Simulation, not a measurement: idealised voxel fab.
process module | voxel self aligned vias
Xsec cut, 235 nm wide, square cell size 5 nm.
In this document a cross-section is written as a grid of square cells. It is given as a series of bands, listed from the top down, and a band is one or more rows of cells.
Heights first: top, then bottom, in nm. Then materials, left to right, each with a width in nm. "edge to edge" on a single material: fills the band edge to edge. "blank": empty space.
Where do heights start? At 0: under that level the wafer as delivered is made of one material only. And the lowest band has no floor; it just carries on downward, as in "0..down".
When a width is written as two numbers, as in "30..40", the first number is the width in the top row of cells of the band and the second is the width in its bottom row, and the width changes by the same amount from each row to the next.
A step reported as "nothing altered" is a step in which no cell of the cross-section changed.
Empty spaces without an open route to the top, at least 8 cells in extent, make up the entry "Voids, fully enclosed"; each is given as width x height at distance, where the distance is measured from the left edge, and all are in nm.
Note: text after step settings on the step line = simulator remark on that step.
You can add "overlay nm" to a step's line. For a step with a mask, it describes how far the mask lay to the right of its planned position, and a negative number describes a lay to the left.
[The steps planned for the process are as follows]
1 RECEIVE | material Si
2 CONFORMAL_DEP | material SiO2 | thk nm 15
3 CONFORMAL_DEP | material SiCN | thk nm 5
4 DIRECTIONAL_DEP | material SiO2 | thk nm 30
5 MASKED_ETCH | tone open | mask id LINES | width nm 30 | pitch nm 70 | etch materials SiO2 | depth nm 30 | overlay nm 0
6 CONFORMAL_DEP | material TiN | thk nm 5
7 FILL_DEP | material W | thk nm 10
8 CMP | height nm 50
9 SELECTIVE_ETCH | etch materials W Ru TiN | depth nm 10
10 FILL_DEP | material SiN | thk nm 5
11 CMP | height nm 50
12 DIRECTIONAL_DEP | material SiO2 | thk nm 20
13 PATTERN | tone open | mask id VIAS | material resist | width nm 50 | pitch nm 140 | thk nm 20 | overlay nm 0
14 DIRECTIONAL_ETCH | etch materials SiO2 | depth nm 20
15 DIRECTIONAL_ETCH | etch materials SiN | depth nm 10
16 STRIP | etch materials resist
17 CONFORMAL_DEP | material TiN | thk nm 5
18 FILL_DEP | material W | thk nm 10
19 CMP | height nm 70
20 CONFORMAL_DEP | material SiN | thk nm 5
[First of two wafers: run as planned]
[Here's what the wafer looked like in cross-section when it arrived - that's after step 1]
	0..down  Si edge to edge
	Voids, fully enclosed: none
[Upon completion of step 2, the wafer appears in cross-section as shown]
	15..0  SiO2 edge to edge
	Under the height 0 nothing was changed.
[Upon completion of step 3, the wafer appears in cross-section as shown]
	20..15  SiCN edge to edge
	Under the height 15 nothing was changed.
[Upon completion of step 4, the wafer appears in cross-section as shown]
	50..20  SiO2 edge to edge
	Under the height 20 nothing was changed.
[Upon completion of step 5, the wafer appears in cross-section as shown]
	50..20  SiO2: 30 | blank: 30 | SiO2: 40 | blank: 30 | SiO2: 40 | blank: 30 | SiO2: 35
	Under the height 20 nothing was changed.
[Upon completion of step 6, the wafer appears in cross-section as shown]
	55..50  TiN: 35 | blank: 20 | TiN: 50 | blank: 20 | TiN: 50 | blank: 20 | TiN: 40
	50..25  SiO2: 30 | TiN: 5 | blank: 20 | TiN: 5 | SiO2: 40 | TiN: 5 | blank: 20 | TiN: 5 | SiO2: 40 | TiN: 5 | blank: 20 | TiN: 5 | SiO2: 35
	25..20  SiO2: 30 | TiN: 30 | SiO2: 40 | TiN: 30 | SiO2: 40 | TiN: 30 | SiO2: 35
	Under the height 20 nothing was changed.
[Upon completion of step 7, the wafer appears in cross-section as shown]
	65..55  W edge to edge
	55..50  TiN: 35 | W: 20 | TiN: 50 | W: 20 | TiN: 50 | W: 20 | TiN: 40
	50..25  SiO2: 30 | TiN: 5 | W: 20 | TiN: 5 | SiO2: 40 | TiN: 5 | W: 20 | TiN: 5 | SiO2: 40 | TiN: 5 | W: 20 | TiN: 5 | SiO2: 35
	Under the height 25 nothing was changed.
[Upon completion of step 8, the wafer appears in cross-section as shown]
	50..25  SiO2: 30 | TiN: 5 | W: 20 | TiN: 5 | SiO2: 40 | TiN: 5 | W: 20 | TiN: 5 | SiO2: 40 | TiN: 5 | W: 20 | TiN: 5 | SiO2: 35
	Under the height 25 nothing was changed.
[Upon completion of step 9, the wafer appears in cross-section as shown]
	50..40  SiO2: 30 | blank: 30 | SiO2: 40 | blank: 30 | SiO2: 40 | blank: 30 | SiO2: 35
	Under the height 40 nothing was changed.
[Upon completion of step 10, the wafer appears in cross-section as shown]
	55..50  SiN edge to edge
	50..40  SiO2: 30 | SiN: 30 | SiO2: 40 | SiN: 30 | SiO2: 40 | SiN: 30 | SiO2: 35
	Under the height 40 nothing was changed.
[Upon completion of step 11, the wafer appears in cross-section as shown]
	50..40  SiO2: 30 | SiN: 30 | SiO2: 40 | SiN: 30 | SiO2: 40 | SiN: 30 | SiO2: 35
	Under the height 40 nothing was changed.
[Upon completion of step 12, the wafer appears in cross-section as shown]
	70..50  SiO2 edge to edge
	Under the height 50 nothing was changed.
[Upon completion of step 13, the wafer appears in cross-section as shown]
	90..70  resist: 20 | blank: 50 | resist: 90 | blank: 50 | resist: 25
	Under the height 70 nothing was changed.
[Upon completion of step 14, the wafer appears in cross-section as shown]
	90..70  resist: 20 | blank: 50 | resist: 90 | blank: 50 | resist: 25
	70..50  SiO2: 20 | blank: 50 | SiO2: 90 | blank: 50 | SiO2: 25
	Under the height 50 nothing was changed.
[Upon completion of step 15, the wafer appears in cross-section as shown]
	90..70  resist: 20 | blank: 50 | resist: 90 | blank: 50 | resist: 25
	70..50  SiO2: 20 | blank: 50 | SiO2: 90 | blank: 50 | SiO2: 25
	50..40  SiO2: 30 | blank: 30 | SiO2: 40 | SiN: 30 | SiO2: 40 | blank: 30 | SiO2: 35
	Under the height 40 nothing was changed.
[Upon completion of step 16, the wafer appears in cross-section as shown]
	70..50  SiO2: 20 | blank: 50 | SiO2: 90 | blank: 50 | SiO2: 25
	Under the height 50 nothing was changed.
[Upon completion of step 17, the wafer appears in cross-section as shown]
	75..70  TiN: 25 | blank: 40 | TiN: 100 | blank: 40 | TiN: 30
	70..55  SiO2: 20 | TiN: 5 | blank: 40 | TiN: 5 | SiO2: 90 | TiN: 5 | blank: 40 | TiN: 5 | SiO2: 25
	55..50  SiO2: 20 | TiN: 15 | blank: 20 | TiN: 15 | SiO2: 90 | TiN: 15 | blank: 20 | TiN: 15 | SiO2: 25
	50..45  SiO2: 30 | TiN: 5 | blank: 20 | TiN: 5 | SiO2: 40 | SiN: 30 | SiO2: 40 | TiN: 5 | blank: 20 | TiN: 5 | SiO2: 35
	45..40  SiO2: 30 | TiN: 30 | SiO2: 40 | SiN: 30 | SiO2: 40 | TiN: 30 | SiO2: 35
	Under the height 40 nothing was changed.
[Upon completion of step 18, the wafer appears in cross-section as shown]
	85..75  W edge to edge
	75..70  TiN: 25 | W: 40 | TiN: 100 | W: 40 | TiN: 30
	70..55  SiO2: 20 | TiN: 5 | W: 40 | TiN: 5 | SiO2: 90 | TiN: 5 | W: 40 | TiN: 5 | SiO2: 25
	55..50  SiO2: 20 | TiN: 15 | W: 20 | TiN: 15 | SiO2: 90 | TiN: 15 | W: 20 | TiN: 15 | SiO2: 25
	50..45  SiO2: 30 | TiN: 5 | W: 20 | TiN: 5 | SiO2: 40 | SiN: 30 | SiO2: 40 | TiN: 5 | W: 20 | TiN: 5 | SiO2: 35
	Under the height 45 nothing was changed.
[Upon completion of step 19, the wafer appears in cross-section as shown]
	70..55  SiO2: 20 | TiN: 5 | W: 40 | TiN: 5 | SiO2: 90 | TiN: 5 | W: 40 | TiN: 5 | SiO2: 25
	Under the height 55 nothing was changed.
[Upon completion of step 20, the wafer appears in cross-section as shown]
	75..70  SiN edge to edge
	Under the height 70 nothing was changed.
[Second wafer: same start and same plan as the first, one execution error; identical to the first through step 12]
[Cross-section, second wafer, at the end time the plan gives for step 13]
	90..70  resist: 15 | blank: 50 | resist: 90 | blank: 50 | resist: 30
	Under the height 70 nothing was changed.
[Cross-section, second wafer, at the end time the plan gives for step 14]
	90..70  resist: 15 | blank: 50 | resist: 90 | blank: 50 | resist: 30
	70..50  SiO2: 15 | blank: 50 | SiO2: 90 | blank: 50 | SiO2: 30
	Under the height 50 nothing was changed.
[Cross-section, second wafer, at the end time the plan gives for step 15]
	90..70  resist: 15 | blank: 50 | resist: 90 | blank: 50 | resist: 30
	70..50  SiO2: 15 | blank: 50 | SiO2: 90 | blank: 50 | SiO2: 30
	50..40  SiO2: 30 | blank: 30 | SiO2: 40 | SiN: 30 | SiO2: 40 | blank: 30 | SiO2: 35
	Under the height 40 nothing was changed.
[Cross-section, second wafer, at the end time the plan gives for step 16]
	70..50  SiO2: 15 | blank: 50 | SiO2: 90 | blank: 50 | SiO2: 30
	Under the height 50 nothing was changed.
[Cross-section, second wafer, at the end time the plan gives for step 17]
	75..70  TiN: 20 | blank: 40 | TiN: 100 | blank: 40 | TiN: 35
	70..55  SiO2: 15 | TiN: 5 | blank: 40 | TiN: 5 | SiO2: 90 | TiN: 5 | blank: 40 | TiN: 5 | SiO2: 30
	55..50  SiO2: 15 | TiN: 20 | blank: 20 | TiN: 10 | SiO2: 90 | TiN: 20 | blank: 20 | TiN: 10 | SiO2: 30
	50..45  SiO2: 30 | TiN: 5 | blank: 20 | TiN: 5 | SiO2: 40 | SiN: 30 | SiO2: 40 | TiN: 5 | blank: 20 | TiN: 5 | SiO2: 35
	45..40  SiO2: 30 | TiN: 30 | SiO2: 40 | SiN: 30 | SiO2: 40 | TiN: 30 | SiO2: 35
	Under the height 40 nothing was changed.
[Cross-section, second wafer, at the end time the plan gives for step 18]
	85..75  W edge to edge
	75..70  TiN: 20 | W: 40 | TiN: 100 | W: 40 | TiN: 35
	70..55  SiO2: 15 | TiN: 5 | W: 40 | TiN: 5 | SiO2: 90 | TiN: 5 | W: 40 | TiN: 5 | SiO2: 30
	55..50  SiO2: 15 | TiN: 20 | W: 20 | TiN: 10 | SiO2: 90 | TiN: 20 | W: 20 | TiN: 10 | SiO2: 30
	50..45  SiO2: 30 | TiN: 5 | W: 20 | TiN: 5 | SiO2: 40 | SiN: 30 | SiO2: 40 | TiN: 5 | W: 20 | TiN: 5 | SiO2: 35
	Under the height 45 nothing was changed.
[Cross-section, second wafer, at the end time the plan gives for step 19]
	70..55  SiO2: 15 | TiN: 5 | W: 40 | TiN: 5 | SiO2: 90 | TiN: 5 | W: 40 | TiN: 5 | SiO2: 30
	Under the height 55 nothing was changed.
[Cross-section, second wafer, at the end time the plan gives for step 20]
	75..70  SiN edge to edge
	Under the height 70 nothing was changed.
Run error: step 13 was processed under conditions differing from the plan, specifically as PATTERN | tone open | mask id VIAS | material resist | width nm 50 | pitch nm 140 | thk nm 20 | overlay nm -5
At the end, the second wafer has the same number of cells of each material as the first, but those cells sit in other places.
